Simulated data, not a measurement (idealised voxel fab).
Title: Process Module voxel double patterning
The figure presents cross-section cut, which has a width of 295 nm and is divided into square cells with an edge length of 5 nm.
Square cells in a grid make up a cross-section in this document, and the grid is given as bands, listed from the top down, each one or more rows of cells.
A band entry consists of two parts. The first gives the height of the band's top and the height of its bottom, in nm. The rest lists the band's materials from left to right, each with its width in nm. A single material labelled with the word "all across" fills the band from edge to edge, and the word "blank" marks empty space.
Convention: height 0 is the level below which the wafer, as received, is all one material. The lowest band does not terminate at the bottom but continues downward, represented as "0 nm and below".
A two-number width, for instance "30..40", indicates that the width is equal to the first number in the top row of the band and to the second number in the bottom row, and that it changes by a constant amount per row of cells.
It should be understood that the words "left unchanged", when stated for a given step, signify that the cross-section underwent no change in any of its cells during that step.
Enclosed void inventory: empty space of 8 cells or more with no open way to the top, each as width x height at its distance from the left edge, in nm
Whatever follows a step's settings on its line is a remark the simulator itself makes about that step.
A step line may carry the setting "overlay nm", which, for steps involving a mask, states the distance by which the mask lay to the right of its intended position; negative values denote displacement to the left.

# Below is the list of planned process steps
- 1: RECEIVE,material Si
- 2: CONFORMAL_DEP,material SiO2,thk nm 5
- 3: DIRECTIONAL_DEP,material W,thk nm 20
- 4: DIRECTIONAL_DEP,material SiN,thk nm 10
- 5: MASKED_ETCH,tone open,mask id FIRST,width nm 15,pitch nm 50,etch materials SiN,depth nm 10,overlay nm 0
- 6: DIRECTIONAL_DEP,material aC,thk nm 10
- 7: PATTERN,tone open,mask id SECOND,material resist,width nm 15,pitch nm 50,thk nm 30,overlay nm 0
- 8: DIRECTIONAL_ETCH,etch materials aC,depth nm 10
- 9: STRIP,etch materials resist
- 10: DIRECTIONAL_ETCH,etch materials SiN,depth nm 10
- 11: STRIP,etch materials aC
- 12: DIRECTIONAL_ETCH,etch materials W,depth nm 20
- 13: STRIP,etch materials SiN

# first wafer, as planned

# Incoming wafer in cross-section (state: after step 1)
    0 nm and below = Si all across
    Enclosed void inventory: none

# Wafer xsec, post step 2
    5 nm to 0 nm = SiO2 all across
    Unchanged below 0.

# Wafer xsec, post step 3
    25 nm to 5 nm = W all across
    Unchanged below 5.

# Wafer xsec, post step 4
    35 nm to 25 nm = SiN all across
    Unchanged below 25.

# Wafer xsec, post step 5
    35 nm to 25 nm = 90 SiN | 15 blank | 35 SiN | 15 blank | 35 SiN | 15 blank | 90 SiN
    Unchanged below 25.

# Wafer xsec, post step 6
    45 nm to 35 nm = 90 aC | 15 blank | 35 aC | 15 blank | 35 aC | 15 blank | 90 aC
    35 nm to 25 nm = 90 SiN | 15 aC | 35 SiN | 15 aC | 35 SiN | 15 aC | 90 SiN
    Unchanged below 25.

# Wafer xsec, post step 7
    75 nm to 45 nm = 115 resist | 15 blank | 35 resist | 15 blank | 115 resist
    45 nm to 35 nm = 90 aC | 15 resist | 35 aC | 15 resist | 35 aC | 15 resist | 90 aC
    Unchanged below 35.

# Wafer xsec, post step 8
    65 nm to 45 nm = 115 resist | 15 blank | 35 resist | 15 blank | 115 resist
    45 nm to 35 nm = 90 aC | 15 resist | 10 aC | 15 blank | 10 aC | 15 resist | 10 aC | 15 blank | 10 aC | 15 resist | 90 aC
    Unchanged below 35.

# Wafer xsec, post step 9
    45 nm to 35 nm = 90 aC | 15 blank | 10 aC | 15 blank | 10 aC | 15 blank | 10 aC | 15 blank | 10 aC | 15 blank | 90 aC
    Unchanged below 35.

# Wafer xsec, post step 10
    45 nm to 35 nm = 90 aC | 15 blank | 10 aC | 15 blank | 10 aC | 15 blank | 10 aC | 15 blank | 10 aC | 15 blank | 90 aC
    35 nm to 25 nm = 90 SiN | 15 aC | 10 SiN | 15 blank | 10 SiN | 15 aC | 10 SiN | 15 blank | 10 SiN | 15 aC | 90 SiN
    Unchanged below 25.

# Wafer xsec, post step 11
    35 nm to 25 nm = 90 SiN | 15 blank | 10 SiN | 15 blank | 10 SiN | 15 blank | 10 SiN | 15 blank | 10 SiN | 15 blank | 90 SiN
    Unchanged below 25.

# Wafer xsec, post step 12
    35 nm to 25 nm = 90 SiN | 15 blank | 10 SiN | 15 blank | 10 SiN | 15 blank | 10 SiN | 15 blank | 10 SiN | 15 blank | 90 SiN
    25 nm to 5 nm = 90 W | 15 blank | 10 W | 15 blank | 10 W | 15 blank | 10 W | 15 blank | 10 W | 15 blank | 90 W
    Unchanged below 5.

# Wafer xsec, post step 13
    25 nm to 5 nm = 90 W | 15 blank | 10 W | 15 blank | 10 W | 15 blank | 10 W | 15 blank | 10 W | 15 blank | 90 W
    Unchanged below 5.

# Okay, second wafer. Nothing different at the start, nothing different in the plan, just one mistake somewhere in the running. As far as step 1, counting that step, it's the first wafer all over again

# Cross-section of the second wafer at the time by which step 2 should have been completed according to the plan
    20 nm to 0 nm = W all across
    Unchanged below 0.

# Cross-section of the second wafer at the time by which step 3 should have been completed according to the plan
    25 nm to 20 nm = SiO2 all across
    Unchanged below 20.

# Cross-section of the second wafer at the time by which step 4 should have been completed according to the plan
    35 nm to 25 nm = SiN all across
    Unchanged below 25.

# Cross-section of the second wafer at the time by which step 5 should have been completed according to the plan
    35 nm to 25 nm = 90 SiN | 15 blank | 35 SiN | 15 blank | 35 SiN | 15 blank | 90 SiN
    Unchanged below 25.

# Cross-section of the second wafer at the time by which step 6 should have been completed according to the plan
    45 nm to 35 nm = 90 aC | 15 blank | 35 aC | 15 blank | 35 aC | 15 blank | 90 aC
    35 nm to 25 nm = 90 SiN | 15 aC | 35 SiN | 15 aC | 35 SiN | 15 aC | 90 SiN
    Unchanged below 25.

# Cross-section of the second wafer at the time by which step 7 should have been completed according to the plan
    75 nm to 45 nm = 115 resist | 15 blank | 35 resist | 15 blank | 115 resist
    45 nm to 35 nm = 90 aC | 15 resist | 35 aC | 15 resist | 35 aC | 15 resist | 90 aC
    Unchanged below 35.

# Cross-section of the second wafer at the time by which step 8 should have been completed according to the plan
    65 nm to 45 nm = 115 resist | 15 blank | 35 resist | 15 blank | 115 resist
    45 nm to 35 nm = 90 aC | 15 resist | 10 aC | 15 blank | 10 aC | 15 resist | 10 aC | 15 blank | 10 aC | 15 resist | 90 aC
    Unchanged below 35.

# Cross-section of the second wafer at the time by which step 9 should have been completed according to the plan
    45 nm to 35 nm = 90 aC | 15 blank | 10 aC | 15 blank | 10 aC | 15 blank | 10 aC | 15 blank | 10 aC | 15 blank | 90 aC
    Unchanged below 35.

# Cross-section of the second wafer at the time by which step 10 should have been completed according to the plan
    45 nm to 35 nm = 90 aC | 15 blank | 10 aC | 15 blank | 10 aC | 15 blank | 10 aC | 15 blank | 10 aC | 15 blank | 90 aC
    35 nm to 25 nm = 90 SiN | 15 aC | 10 SiN | 15 blank | 10 SiN | 15 aC | 10 SiN | 15 blank | 10 SiN | 15 aC | 90 SiN
    Unchanged below 25.

# Cross-section of the second wafer at the time by which step 11 should have been completed according to the plan
    35 nm to 25 nm = 90 SiN | 15 blank | 10 SiN | 15 blank | 10 SiN | 15 blank | 10 SiN | 15 blank | 10 SiN | 15 blank | 90 SiN
    Unchanged below 25.

Cross-section of the second wafer at the time by which step 12 should have been completed according to the plan: left unchanged

# Cross-section of the second wafer at the time by which step 13 should have been completed according to the plan
    25 nm to 20 nm = SiO2 all across
    Unchanged below 20.
The mistake made against the process plan was this: steps 2 and 3 run out of order (swapped)
It is noted that, at the conclusion of processing, the second wafer exhibits a higher or lower cell count for certain materials relative to the first: +60 W
